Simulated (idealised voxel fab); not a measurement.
process module | voxel trench capacitor
cross-section cut | 280 nm wide | cells 5 nm
A cross-section is a grid of square cells, given in bands from the top down. A band is one or more rows of cells.
Each band's line starts with the height of the band's top and of its bottom, in nm. Then come its materials from left to right, each with its width in nm. One material with "throughout" fills the band from edge to edge. "air" is empty space.
Height 0 is the level under which the wafer as received is all one material. The lowest band goes on downwards, as in "0 down".
A width such as "30 to 40" changes by the same amount from each row of cells to the next, from the band's top row to its bottom row.
"no change" after a step means that no cell of the cross-section changed.
closed voids: empty space of 8 cells or more with no open way to the top, each as width x height at its distance from the left edge, in nm
after a step's settings: what the simulator itself notes on the step
overlay nm, on a step with a mask: how far to the right of its planned place the mask lay; to the left if negative
plan
1 op RECEIVE | material Si
2 op CONFORMAL_DEP | material SiN | thk nm 10
3 op DIRECTIONAL_DEP | material aC | thk nm 10
4 op PATTERN | tone open | mask id TRENCH | material resist | width nm 15 | pitch nm 30 | thk nm 25 | overlay nm 0
5 op DIRECTIONAL_ETCH | etch materials aC | depth nm 10
6 op STRIP | etch materials resist
7 op DIRECTIONAL_ETCH | etch materials SiN | depth nm 10
8 op DIRECTIONAL_ETCH | etch materials Si | depth nm 30
9 op STRIP | etch materials aC
10 op CONFORMAL_DEP | material Al2O3 | thk nm 5
11 op FILL_DEP | material polySi | thk nm 5
12 op CMP | height nm 10
as received, after step 1
  0 down: Si throughout
  closed voids: none
first wafer at the end, as planned
  10 to 0: SiN 115 | Al2O3 5 | polySi 5 | Al2O3 5 | SiN 15 | Al2O3 5 | polySi 5 | Al2O3 5 | SiN 120
  0 to -25: Si 115 | Al2O3 5 | polySi 5 | Al2O3 5 | Si 15 | Al2O3 5 | polySi 5 | Al2O3 5 | Si 120
  -25 to -30: Si 115 | Al2O3 15 | Si 15 | Al2O3 15 | Si 120
  -30 down: Si throughout
  closed voids: none
second wafer at the end: like start, like plan, one mistake
  10 to 0: polySi 110 | Al2O3 5 | SiN 15 | Al2O3 5 | polySi 5 | Al2O3 5 | SiN 15 | Al2O3 5 | polySi 115
  0 to -25: polySi 110 | Al2O3 5 | Si 15 | Al2O3 5 | polySi 5 | Al2O3 5 | Si 15 | Al2O3 5 | polySi 115
  -25 to -30: Al2O3 115 | Si 15 | Al2O3 15 | Si 15 | Al2O3 120
  -30 down: Si throughout
  closed voids: none
what went wrong: step 4 ran as: op PATTERN | tone cover | mask id TRENCH | material resist | width nm 15 | pitch nm 30 | thk nm 25 | overlay nm 0
at the end the second wafer has, in cells: 44 more of Al2O3 | 264 fewer of Si | 88 fewer of SiN | 308 more of polySi
